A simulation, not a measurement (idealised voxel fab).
The document below concerns the process module designated voxel capacitor over wiring.
In the cross-section labelled cut, the width is 190 nm and each square cell is 5 nm.
The cross-sections in this document take the form of a grid made of square cells. They are written out as bands, in order from top to bottom. Each band consists of one or more rows of cells.
What a band's entry tells you: where the top is and where the bottom is, as heights in nm, and after that what lies inside, material by material from left to right, each with its width in nm. Empty space is written as the word "air", and a single material marked with the word "edge to edge" occupies the band from edge to edge.
A quick word on heights: they are counted from 0, and under that level the wafer as it came to us is one material throughout. The lowest band is different from the rest in having no bottom; it simply continues downward, written as in "0 -> down".
Width spec "30 to 40" -> top row of cells at first value, bottom row at second value, equal per-row change in between.
It should be understood that the words "no modifications", when stated for a given step, signify that the cross-section underwent no change in any of its cells during that step.
What "Enclosed void listing" gives you is every empty space of 8 cells or more that is cut off from the top. Each appears as width x height at distance, with the distance taken from the left edge and width, height and distance all in nm.
Post-settings text on a step line: simulator's own remark regarding the step.
overlay nm: how far to the right of its planned place the mask lay on this masked step (negative: to the left).
### The process steps that were planned are listed below
1,RECEIVE (material Si)
2,CONFORMAL_DEP (material SiO2; thk nm 15)
3,CONFORMAL_DEP (material SiCN; thk nm 5)
4,DIRECTIONAL_DEP (material lowk; thk nm 25)
5,PATTERN (tone open; mask id METAL_1; material resist; width nm 25; pitch nm 75; thk nm 20; overlay nm 0)
6,DIRECTIONAL_ETCH (etch materials lowk; depth nm 25)
7,DIRECTIONAL_ETCH (etch materials SiCN; depth nm 5)
8,STRIP (etch materials resist)
9,CONFORMAL_DEP (material TiN; thk nm 5)
10,FILL_DEP (material Ru; thk nm 10)
11,CMP (height nm 45)
12,CONFORMAL_DEP (material SiCN; thk nm 5)
13,DIRECTIONAL_DEP (material lowk; thk nm 15)
14,PATTERN (tone open; mask id PLUG_1; material resist; width nm 15; thk nm 15; overlay nm 0)
15,DIRECTIONAL_ETCH (etch materials lowk; depth nm 15)
16,DIRECTIONAL_ETCH (etch materials SiCN; depth nm 5)
17,STRIP (etch materials resist)
18,EPI (material Ru; thk nm 10)
19,EPI (material Ru; thk nm 10)
20,DIRECTIONAL_DEP (material TiN; thk nm 10)
21,DIRECTIONAL_DEP (material Al2O3; thk nm 5)
22,DIRECTIONAL_DEP (material TiN; thk nm 10)
23,PATTERN (tone cover; mask id UPPER_PLATE; material resist; width nm 55; thk nm 20; overlay nm 0)
24,DIRECTIONAL_ETCH (etch materials TiN; depth nm 10)
25,DIRECTIONAL_ETCH (etch materials Al2O3; depth nm 5)
26,STRIP (etch materials resist)
27,MASKED_ETCH (tone cover; mask id LOWER_PLATE; width nm 65; etch materials TiN; depth nm 10; overlay nm 0)
28,FILL_DEP (material SiO2; thk nm 15)
29,CMP (height nm 100)
30,MASKED_ETCH (tone open; mask id PLUG_2; width nm 15; etch materials SiO2; depth nm 10; overlay nm 0)
31,CONFORMAL_DEP (material TiN; thk nm 5)
32,FILL_DEP (material W; thk nm 5)
33,CMP (height nm 100)
34,CONFORMAL_DEP (material SiN; thk nm 5)
### Cross-sectional view of the wafer in its as-received condition, corresponding to the state after step 1
0 -> down | Si edge to edge
Enclosed void listing: none
### The following cross-section depicts the wafer upon conclusion of the module. Processing commenced from the starting condition illustrated above and adhered to the plan illustrated above, save for one mistake in execution
105 -> 100 | SiN edge to edge
100 -> 95 | SiO2 (65), then TiN (5), then W (5), then TiN (5), then SiO2 (110)
95 -> 90 | SiO2 (65), then TiN (15), then SiO2 (110)
90 -> 80 | SiO2 (70), then TiN (40), then SiO2 (80)
80 -> 75 | SiO2 (55), then TiN (15), then Al2O3 (40), then SiO2 (80)
75 -> 70 | SiO2 (50), then TiN (65), then SiO2 (75)
70 -> 65 | SiO2 (50), then TiN (5), then Al2O3 (15), then TiN (45), then SiO2 (75)
65 -> 55 | lowk (55), then TiN (15), then lowk (120)
55 -> 50 | lowk (55), then Ru (15), then lowk (120)
50 -> 45 | SiCN (55), then Ru (15), then SiCN (120)
45 -> 20 | lowk (45), then TiN (5), then Ru (15), then TiN (5), then lowk (50), then TiN (5), then Ru (15), then TiN (5), then lowk (45)
20 -> 15 | SiCN (45), then TiN (25), then SiCN (50), then TiN (25), then SiCN (45)
15 -> 0 | SiO2 edge to edge
0 -> down | Si edge to edge
Enclosed void listing: none
Nonconformance to the process plan: one step among 18 and 19 (all identical) missing; cannot tell which
